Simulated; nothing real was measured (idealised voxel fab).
The following is a process module called voxel ribs on slabs.
The cross-section shown here is cut; it is 145 nm wide and divided into square cells measuring 5 nm on a side.
Heads up, the way a cross-section reads in here is a grid of square cells, handed over as bands from the top down, with every band being one or more rows of cells. For a band, the entry starts with two heights in nm, that of the top and then that of the bottom, and carries on with the band's materials in order from left to right, each alongside its width in nm; the word "everywhere" beside a single material means it fills the band edge to edge, and "empty" means empty space. For the purposes of this specification, 0 denotes the height below which the wafer in its as-received condition is composed wholly of one material, and the lowermost band, lacking a lower limit, extends downward without end, as expressed in "from 0 down". When a width is written as two numbers, as in "30->40", the first number is the width in the top row of cells of the band and the second is the width in its bottom row, and the width changes by the same amount from each row to the next. A step reported as "nothing was modified" is a step in which no cell of the cross-section changed. "Sealed void listing" - sealed voids, min. 8 cells, no opening to top; format: width x height at distance (distance from left edge; nm throughout). The remark found on a step's line after its settings is issued by the simulator itself and pertains to that step. overlay nm: mask offset rightward from planned place, masked step; negative means leftward offset.

# The planned process steps are enumerated hereunder
1,RECEIVE,material Si
2,DIRECTIONAL_DEP,material SiO2,thk nm 25
3,DIRECTIONAL_DEP,material polySi,thk nm 15
4,DIRECTIONAL_DEP,material aC,thk nm 15
5,PATTERN,tone cover,mask id RIB,material resist,width nm 25,thk nm 35,overlay nm 0
6,DIRECTIONAL_ETCH,etch materials aC,depth nm 15
7,STRIP,etch materials resist
8,DIRECTIONAL_ETCH,etch materials polySi,depth nm 10
9,STRIP,etch materials aC
10,DIRECTIONAL_DEP,material aC,thk nm 10
11,PATTERN,tone cover,mask id SLAB,material resist,width nm 85,thk nm 25,overlay nm 0
12,DIRECTIONAL_ETCH,etch materials aC,depth nm 10
13,STRIP,etch materials resist
14,DIRECTIONAL_ETCH,etch materials polySi,depth nm 5
15,STRIP,etch materials aC
16,FILL_DEP,material SiO2,thk nm 20
17,CMP,height nm 50
18,DIRECTIONAL_DEP,material W,thk nm 10
19,PATTERN,tone cover,mask id HEATER,material resist,width nm 35,thk nm 15,overlay nm 0
20,DIRECTIONAL_ETCH,etch materials W,depth nm 10
21,STRIP,etch materials resist
22,CONFORMAL_DEP,material SiN,thk nm 10

# first wafer, as planned

# Cross-section of the wafer at receipt, which is the condition after step 1
from 0 down | Si everywhere
Sealed void listing: none

# Sectional view: wafer, after step 2
from 25 to 0 | SiO2 everywhere
Beneath the level 0, the cross-section is identical to its previous state.

# Sectional view: wafer, after step 3
from 40 to 25 | polySi everywhere
Beneath the level 25, the cross-section is identical to its previous state.

# Sectional view: wafer, after step 4
from 55 to 40 | aC everywhere
Beneath the level 40, the cross-section is identical to its previous state.

# Sectional view: wafer, after step 5
from 90 to 55 | 60 nm empty; 25 nm resist; 60 nm empty
Beneath the level 55, the cross-section is identical to its previous state.

# Sectional view: wafer, after step 6
from 75 to 55 | 60 nm empty; 25 nm resist; 60 nm empty
from 55 to 40 | 60 nm empty; 25 nm aC; 60 nm empty
Beneath the level 40, the cross-section is identical to its previous state.

# Sectional view: wafer, after step 7
from 55 to 40 | 60 nm empty; 25 nm aC; 60 nm empty
Beneath the level 40, the cross-section is identical to its previous state.

# Sectional view: wafer, after step 8
from 55 to 40 | 60 nm empty; 25 nm aC; 60 nm empty
from 40 to 30 | 60 nm empty; 25 nm polySi; 60 nm empty
Beneath the level 30, the cross-section is identical to its previous state.

# Sectional view: wafer, after step 9
from 40 to 30 | 60 nm empty; 25 nm polySi; 60 nm empty
Beneath the level 30, the cross-section is identical to its previous state.

# Sectional view: wafer, after step 10
from 50 to 40 | 60 nm empty; 25 nm aC; 60 nm empty
from 40 to 30 | 60 nm aC; 25 nm polySi; 60 nm aC
Beneath the level 30, the cross-section is identical to its previous state.

# Sectional view: wafer, after step 11
from 75 to 50 | 30 nm empty; 85 nm resist; 30 nm empty
from 50 to 40 | 30 nm empty; 30 nm resist; 25 nm aC; 30 nm resist; 30 nm empty
Beneath the level 40, the cross-section is identical to its previous state.

# Sectional view: wafer, after step 12
from 65 to 50 | 30 nm empty; 85 nm resist; 30 nm empty
from 50 to 40 | 30 nm empty; 30 nm resist; 25 nm aC; 30 nm resist; 30 nm empty
from 40 to 30 | 30 nm empty; 30 nm aC; 25 nm polySi; 30 nm aC; 30 nm empty
Beneath the level 30, the cross-section is identical to its previous state.

# Sectional view: wafer, after step 13
from 50 to 40 | 60 nm empty; 25 nm aC; 60 nm empty
Beneath the level 40, the cross-section is identical to its previous state.

# Sectional view: wafer, after step 14
from 50 to 40 | 60 nm empty; 25 nm aC; 60 nm empty
from 40 to 30 | 30 nm empty; 30 nm aC; 25 nm polySi; 30 nm aC; 30 nm empty
from 30 to 25 | 30 nm empty; 85 nm polySi; 30 nm empty
Beneath the level 25, the cross-section is identical to its previous state.

# Sectional view: wafer, after step 15
from 40 to 30 | 60 nm empty; 25 nm polySi; 60 nm empty
Beneath the level 30, the cross-section is identical to its previous state.

# Sectional view: wafer, after step 16
from 60 to 40 | SiO2 everywhere
from 40 to 30 | 60 nm SiO2; 25 nm polySi; 60 nm SiO2
from 30 to 25 | 30 nm SiO2; 85 nm polySi; 30 nm SiO2
Beneath the level 25, the cross-section is identical to its previous state.

# Sectional view: wafer, after step 17
from 50 to 40 | SiO2 everywhere
Beneath the level 40, the cross-section is identical to its previous state.

# Sectional view: wafer, after step 18
from 60 to 50 | W everywhere
Beneath the level 50, the cross-section is identical to its previous state.

# Sectional view: wafer, after step 19
from 75 to 60 | 55 nm empty; 35 nm resist; 55 nm empty
Beneath the level 60, the cross-section is identical to its previous state.

# Sectional view: wafer, after step 20
from 75 to 60 | 55 nm empty; 35 nm resist; 55 nm empty
from 60 to 50 | 55 nm empty; 35 nm W; 55 nm empty
Beneath the level 50, the cross-section is identical to its previous state.

# Sectional view: wafer, after step 21
from 60 to 50 | 55 nm empty; 35 nm W; 55 nm empty
Beneath the level 50, the cross-section is identical to its previous state.

# Sectional view: wafer, after step 22
from 70 to 60 | 45 nm empty; 55 nm SiN; 45 nm empty
from 60 to 50 | 55 nm SiN; 35 nm W; 55 nm SiN
Beneath the level 50, the cross-section is identical to its previous state.

# The second wafer: identical to the first at the outset and in its planned sequence, differing only in that one mistake was made during processing; up to and including step 10, its path is the first wafer's path

# The second wafer in cross-section, at the planned close of step 11
from 75 to 50 | 30 nm resist; 85 nm empty; 30 nm resist
from 50 to 40 | 30 nm resist; 30 nm empty; 25 nm aC; 30 nm empty; 30 nm resist
Beneath the level 40, the cross-section is identical to its previous state.

# The second wafer in cross-section, at the planned close of step 12
from 65 to 40 | 30 nm resist; 85 nm empty; 30 nm resist
from 40 to 30 | 30 nm aC; 30 nm empty; 25 nm polySi; 30 nm empty; 30 nm aC
Beneath the level 30, the cross-section is identical to its previous state.

# The second wafer in cross-section, at the planned close of step 13
from 40 to 30 | 30 nm aC; 30 nm empty; 25 nm polySi; 30 nm empty; 30 nm aC
Beneath the level 30, the cross-section is identical to its previous state.

# The second wafer in cross-section, at the planned close of step 14
from 40 to 35 | 30 nm aC; 85 nm empty; 30 nm aC
from 35 to 30 | 30 nm aC; 30 nm empty; 25 nm polySi; 30 nm empty; 30 nm aC
from 30 to 25 | 30 nm polySi; 30 nm empty; 25 nm polySi; 30 nm empty; 30 nm polySi
Beneath the level 25, the cross-section is identical to its previous state.

# The second wafer in cross-section, at the planned close of step 15
from 35 to 30 | 60 nm empty; 25 nm polySi; 60 nm empty
Beneath the level 30, the cross-section is identical to its previous state.

# The second wafer in cross-section, at the planned close of step 16
from 55 to 35 | SiO2 everywhere
from 35 to 30 | 60 nm SiO2; 25 nm polySi; 60 nm SiO2
from 30 to 25 | 30 nm polySi; 30 nm SiO2; 25 nm polySi; 30 nm SiO2; 30 nm polySi
Beneath the level 25, the cross-section is identical to its previous state.

# The second wafer in cross-section, at the planned close of step 17
from 50 to 35 | SiO2 everywhere
Beneath the level 35, the cross-section is identical to its previous state.

# The second wafer in cross-section, at the planned close of step 18
from 60 to 50 | W everywhere
Beneath the level 50, the cross-section is identical to its previous state.

# The second wafer in cross-section, at the planned close of step 19
from 75 to 60 | 55 nm empty; 35 nm resist; 55 nm empty
Beneath the level 60, the cross-section is identical to its previous state.

# The second wafer in cross-section, at the planned close of step 20
from 75 to 60 | 55 nm empty; 35 nm resist; 55 nm empty
from 60 to 50 | 55 nm empty; 35 nm W; 55 nm empty
Beneath the level 50, the cross-section is identical to its previous state.

# The second wafer in cross-section, at the planned close of step 21
from 60 to 50 | 55 nm empty; 35 nm W; 55 nm empty
Beneath the level 50, the cross-section is identical to its previous state.

# The second wafer in cross-section, at the planned close of step 22
from 70 to 60 | 45 nm empty; 55 nm SiN; 45 nm empty
from 60 to 50 | 55 nm SiN; 35 nm W; 55 nm SiN
Beneath the level 50, the cross-section is identical to its previous state.
Deviation noted in wafer processing: off-plan run, step 11, actual operation and settings PATTERN,tone open,mask id SLAB,material resist,width nm 85,thk nm 25,overlay nm 0
Once processing is complete, comparing cell counts shows that the second wafer has more or fewer of certain materials than the first: SiO2: 5 more, polySi: 5 fewer
